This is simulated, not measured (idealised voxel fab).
process module | voxel gate over fins
cross-section cut | 165 nm wide | cells 5 nm
A cross-section is a grid of square cells, given in bands from the top down. A band is one or more rows of cells.
Each band's line starts with the height of the band's top and of its bottom, in nm. Then come its materials from left to right, each with its width in nm. One material with "throughout" fills the band from edge to edge. "air" is empty space.
Height 0 is the level under which the wafer as received is all one material. The lowest band goes on downwards, as in "0 down".
A width such as "30 to 40" changes by the same amount from each row of cells to the next, from the band's top row to its bottom row.
"no change" after a step means that no cell of the cross-section changed.
closed voids: empty space of 8 cells or more with no open way to the top, each as width x height at its distance from the left edge, in nm
after a step's settings: what the simulator itself notes on the step
overlay nm, on a step with a mask: how far to the right of its planned place the mask lay; to the left if negative
plan
1 op RECEIVE | material Si
2 op CONFORMAL_DEP | material SiN | thk nm 10
3 op MASKED_ETCH | tone cover | mask id FINS | width nm 15 | pitch nm 35 | etch materials SiN | depth nm 10 | overlay nm 0
4 op MASKED_ETCH | tone cover | mask id FINS | width nm 15 | pitch nm 35 | etch materials Si | depth nm 30 | overlay nm 0
5 op OXIDIZE | depth nm 5
6 op FILL_DEP | material SiO2 | thk nm 5
7 op CMP | height nm 10
8 op SELECTIVE_ETCH | etch materials SiO2 | depth nm 20
9 op STRIP | etch materials SiN
10 op CONFORMAL_DEP | material HfO2 | thk nm 5
11 op CONFORMAL_DEP | material TiN | thk nm 5
12 op FILL_DEP | material W | thk nm 10
13 op CMP | height nm 15
14 op CONFORMAL_DEP | material SiN | thk nm 10
as received, after step 1
  0 down: Si throughout
  closed voids: none
first wafer at the end, as planned
  25 to 15: SiN throughout
  15 to 10: W throughout
  10 to 5: W 35 | TiN 25 | W 10 | TiN 25 | W 10 | TiN 25 | W 35
  5 to 0: W 35 | TiN 5 | HfO2 15 | TiN 5 | W 10 | TiN 5 | HfO2 15 | TiN 5 | W 10 | TiN 5 | HfO2 15 | TiN 5 | W 35
  0 to -5: TiN 40 | HfO2 5 | Si 5 | HfO2 5 | TiN 20 | HfO2 5 | Si 5 | HfO2 5 | TiN 20 | HfO2 5 | Si 5 | HfO2 5 | TiN 40
  -5 to -10: HfO2 45 | Si 5 | HfO2 30 | Si 5 | HfO2 30 | Si 5 | HfO2 45
  -10 to -35: SiO2 45 | Si 5 | SiO2 30 | Si 5 | SiO2 30 | Si 5 | SiO2 45
  -35 down: Si throughout
  closed voids: none
second wafer at the end: like start, like plan, one mistake
  25 to 15: SiN throughout
  15 to 5: W throughout
  5 to 0: W 40 | TiN 15 | W 20 | TiN 15 | W 20 | TiN 15 | W 40
  0 to -5: W 40 | TiN 5 | Si 5 | TiN 5 | W 20 | TiN 5 | Si 5 | TiN 5 | W 20 | TiN 5 | Si 5 | TiN 5 | W 40
  -5 to -10: TiN 45 | Si 5 | TiN 30 | Si 5 | TiN 30 | Si 5 | TiN 45
  -10 to -35: SiO2 45 | Si 5 | SiO2 30 | Si 5 | SiO2 30 | Si 5 | SiO2 45
  -35 down: Si throughout
  closed voids: none
what went wrong: step 10 was left out
at the end the second wafer has, in cells: 45 fewer of HfO2 | 45 more of W
